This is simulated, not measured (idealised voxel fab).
This section sets out a process module, namely voxel lift off.
For reference, the cross-section in this document is cut, with width 265 nm and square cells of 5 nm.
In this document a cross-section is written as a grid of square cells. It is given as a series of bands, listed from the top down, and a band is one or more rows of cells. First you get the band's top height and its bottom height, in nm, and then the materials it's made of, left to right, with each width in nm. If you see a single material with "edge to edge", that one covers the band edge to edge. "empty" is empty space. Heights are expressed relative to 0, this being the level below which the as-received wafer comprises one material exclusively. The lowest band is unbounded in the downward direction and is denoted as in "0 down". A width given as "30 to 40" starts at the first number in the band's top row and ends at the second number in its bottom row, shifting by an equal amount at every step from row to row. The cross-section has no changed cell in any step marked "same as before". So "Tabulated closed voids" is basically the list of trapped voids: any empty space of 8 cells or more that can't reach the top through an opening. They're written width x height at distance, the distance being from the left edge, and it's all nm. It should be noted that, on the line of a given step, the content following the step's settings is a remark produced by the simulator itself with respect to that step. overlay nm: how far to the right of its planned place the mask lay on this masked step (negative: to the left).
Process steps - plan
1) RECEIVE (material Si)
2) CONFORMAL_DEP (material SiO2; thk nm 5)
3) PATTERN (tone open; mask id LINES; material resist; width nm 20; pitch nm 50; thk nm 30; overlay nm 0)
4) DIRECTIONAL_DEP (material Ru; thk nm 15)
5) STRIP (etch materials resist)
6) CONFORMAL_DEP (material SiO2; thk nm 5)
First of the two wafers, run per plan
So this is the incoming wafer in cross-section - it's already been through step 1
> 0 down  Si edge to edge
> Tabulated closed voids: none
Take a look at the wafer's cross-section after step 2
> 5 to 0  SiO2 edge to edge
> Everything under 0 stays put, no change at all.
Take a look at the wafer's cross-section after step 3
> 35 to 5  95 of resist, 20 of empty, 30 of resist, 20 of empty, 100 of resist
> Everything under 5 stays put, no change at all.
Take a look at the wafer's cross-section after step 4
> 50 to 35  95 of Ru, 20 of empty, 30 of Ru, 20 of empty, 100 of Ru
> 35 to 20  95 of resist, 20 of empty, 30 of resist, 20 of empty, 100 of resist
> 20 to 5  95 of resist, 20 of Ru, 30 of resist, 20 of Ru, 100 of resist
> Everything under 5 stays put, no change at all.
Take a look at the wafer's cross-section after step 5
> 20 to 5  95 of empty, 20 of Ru, 30 of empty, 20 of Ru, 100 of empty
> Everything under 5 stays put, no change at all.
Take a look at the wafer's cross-section after step 6
> 25 to 20  90 of empty, 30 of SiO2, 20 of empty, 30 of SiO2, 95 of empty
> 20 to 10  90 of empty, 5 of SiO2, 20 of Ru, 5 of SiO2, 20 of empty, 5 of SiO2, 20 of Ru, 5 of SiO2, 95 of empty
> 10 to 5  95 of SiO2, 20 of Ru, 30 of SiO2, 20 of Ru, 100 of SiO2
> Everything under 5 stays put, no change at all.
Second Wafer (Identical Start and Plan, One Processing Error; Matches First Wafer Through Step 2)
Look at the second wafer in cross-section at the time step 3 ought to have finished
> 35 to 5  95 of resist, 25 of empty, 25 of resist, 25 of empty, 95 of resist
> Everything under 5 stays put, no change at all.
Look at the second wafer in cross-section at the time step 4 ought to have finished
> 50 to 35  95 of Ru, 25 of empty, 25 of Ru, 25 of empty, 95 of Ru
> 35 to 20  95 of resist, 25 of empty, 25 of resist, 25 of empty, 95 of resist
> 20 to 5  95 of resist, 25 of Ru, 25 of resist, 25 of Ru, 95 of resist
> Everything under 5 stays put, no change at all.
Look at the second wafer in cross-section at the time step 5 ought to have finished
> 20 to 5  95 of empty, 25 of Ru, 25 of empty, 25 of Ru, 95 of empty
> Everything under 5 stays put, no change at all.
Look at the second wafer in cross-section at the time step 6 ought to have finished
> 25 to 20  90 of empty, 35 of SiO2, 15 of empty, 35 of SiO2, 90 of empty
> 20 to 10  90 of empty, 5 of SiO2, 25 of Ru, 5 of SiO2, 15 of empty, 5 of SiO2, 25 of Ru, 5 of SiO2, 90 of empty
> 10 to 5  95 of SiO2, 25 of Ru, 25 of SiO2, 25 of Ru, 95 of SiO2
> Everything under 5 stays put, no change at all.
what went wrong: note that step 3 departed from the planned setting and was carried out as PATTERN (tone open; mask id LINES; material resist; width nm 25; pitch nm 50; thk nm 30; overlay nm 0)
The second wafer ends with more or fewer cells of some materials than the first, per final count: 6 more of Ru
